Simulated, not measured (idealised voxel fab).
Process module name: voxel capacitor over wiring
cross-section cut | 245 nm wide | cells 5 nm
When this document writes out a cross-section, it uses a grid of square cells and lists it as bands, beginning at the top and moving down, with a band standing for one or more rows of cells. First you get the band's top height and its bottom height, in nm, and then the materials it's made of, left to right, with each width in nm. If you see a single material with "everywhere", that one covers the band edge to edge. "empty" is empty space. Below 0: as-received wafer, all one material; heights counted from there. Lowest band: no bottom, goes on down, written "from 0 down". Note: "30 to 40" means the width goes from the first number (top row of the band) to the second number (bottom row) in equal steps per row of cells. You'll sometimes find "remained unchanged" written for a step, and that's the way of saying that nowhere in the cross-section did a cell change during that step. "Voids, enclosed": empty spaces of 8 cells or more with no open way to the top, each given as width x height at distance, distance from the left edge, all in nm. Heads up: the bit after the settings on a step's line is the simulator's remark on that step. Regarding "overlay nm": on a step with a mask, it is the distance the mask lay to the right of its planned place; a negative value places it to the left.
[plan]
- 1: RECEIVE [material Si]
- 2: CONFORMAL_DEP [material SiO2] [thk nm 15]
- 3: CONFORMAL_DEP [material SiN] [thk nm 5]
- 4: DIRECTIONAL_DEP [material SiO2] [thk nm 20]
- 5: DIRECTIONAL_DEP [material aC] [thk nm 10]
- 6: PATTERN [tone open] [mask id METAL_1] [material resist] [width nm 25] [pitch nm 90] [thk nm 25] [overlay nm 0]
- 7: DIRECTIONAL_ETCH [etch materials aC] [depth nm 10]
- 8: STRIP [etch materials resist]
- 9: DIRECTIONAL_ETCH [etch materials SiO2] [depth nm 20]
- 10: DIRECTIONAL_ETCH [etch materials SiN] [depth nm 5]
- 11: STRIP [etch materials aC]
- 12: CONFORMAL_DEP [material TiN] [thk nm 5]
- 13: FILL_DEP [material W] [thk nm 10]
- 14: CMP [height nm 40]
- 15: CONFORMAL_DEP [material SiCN] [thk nm 5]
- 16: DIRECTIONAL_DEP [material lowk] [thk nm 20]
- 17: MASKED_ETCH [tone open] [mask id PLUG_1] [width nm 15] [etch materials lowk] [depth nm 20] [overlay nm 0]
- 18: MASKED_ETCH [tone open] [mask id PLUG_1] [width nm 15] [etch materials SiCN] [depth nm 5] [overlay nm 0]
- 19: CONFORMAL_DEP [material TiN] [thk nm 5]
- 20: FILL_DEP [material W] [thk nm 5]
- 21: CMP [height nm 65]
- 22: DIRECTIONAL_DEP [material TiN] [thk nm 10]
- 23: DIRECTIONAL_DEP [material HfO2] [thk nm 5]
- 24: DIRECTIONAL_DEP [material TiN] [thk nm 10]
- 25: DIRECTIONAL_DEP [material aC] [thk nm 15]
- 26: PATTERN [tone cover] [mask id UPPER_PLATE] [material resist] [width nm 70] [thk nm 30] [overlay nm 0]
- 27: DIRECTIONAL_ETCH [etch materials aC] [depth nm 15]
- 28: STRIP [etch materials resist]
- 29: DIRECTIONAL_ETCH [etch materials TiN] [depth nm 10]
- 30: DIRECTIONAL_ETCH [etch materials HfO2] [depth nm 5]
- 31: STRIP [etch materials aC]
- 32: DIRECTIONAL_DEP [material aC] [thk nm 15]
- 33: PATTERN [tone cover] [mask id LOWER_PLATE] [material resist] [width nm 80] [thk nm 30] [overlay nm 0]
- 34: DIRECTIONAL_ETCH [etch materials aC] [depth nm 15]
- 35: STRIP [etch materials resist]
- 36: DIRECTIONAL_ETCH [etch materials TiN] [depth nm 10]
- 37: STRIP [etch materials aC]
- 38: FILL_DEP [material SiO2] [thk nm 15]
- 39: CMP [height nm 100]
- 40: DIRECTIONAL_DEP [material aC] [thk nm 15]
- 41: PATTERN [tone open] [mask id PLUG_2] [material resist] [width nm 15] [thk nm 35] [overlay nm 0]
- 42: DIRECTIONAL_ETCH [etch materials aC] [depth nm 15]
- 43: STRIP [etch materials resist]
- 44: DIRECTIONAL_ETCH [etch materials SiO2] [depth nm 10]
- 45: STRIP [etch materials aC]
- 46: CONFORMAL_DEP [material TiN] [thk nm 5]
- 47: FILL_DEP [material Ru] [thk nm 10]
- 48: CMP [height nm 100]
- 49: CONFORMAL_DEP [material SiN] [thk nm 5]
[So this is the incoming wafer in cross-section - it's already been through step 1]
from 0 down | Si everywhere
Voids, enclosed: none
[Look at the cross-section after the module: the wafer started out the way shown above and the plan was the one shown above, yet one mistake was made along the way]
from 105 to 100 | SiN everywhere
from 100 to 95 | SiO2 (85)  TiN (15)  SiO2 (145)
from 95 to 85 | SiO2 (70)  TiN (80)  SiO2 (95)
from 85 to 80 | TiN everywhere
from 80 to 75 | HfO2 everywhere
from 75 to 65 | TiN everywhere
from 65 to 45 | lowk (75)  TiN (5)  W (5)  TiN (5)  lowk (155)
from 45 to 40 | SiCN (75)  TiN (15)  SiCN (155)
from 40 to 20 | SiO2 (65)  TiN (5)  W (15)  TiN (5)  SiO2 (65)  TiN (5)  W (15)  TiN (5)  SiO2 (65)
from 20 to 15 | SiN (65)  TiN (25)  SiN (65)  TiN (25)  SiN (65)
from 15 to 0 | SiO2 everywhere
from 0 down | Si everywhere
Voids, enclosed: none
what went wrong: step 25, actual vs plan mismatch, actual run DIRECTIONAL_DEP [material TiN] [thk nm 15]
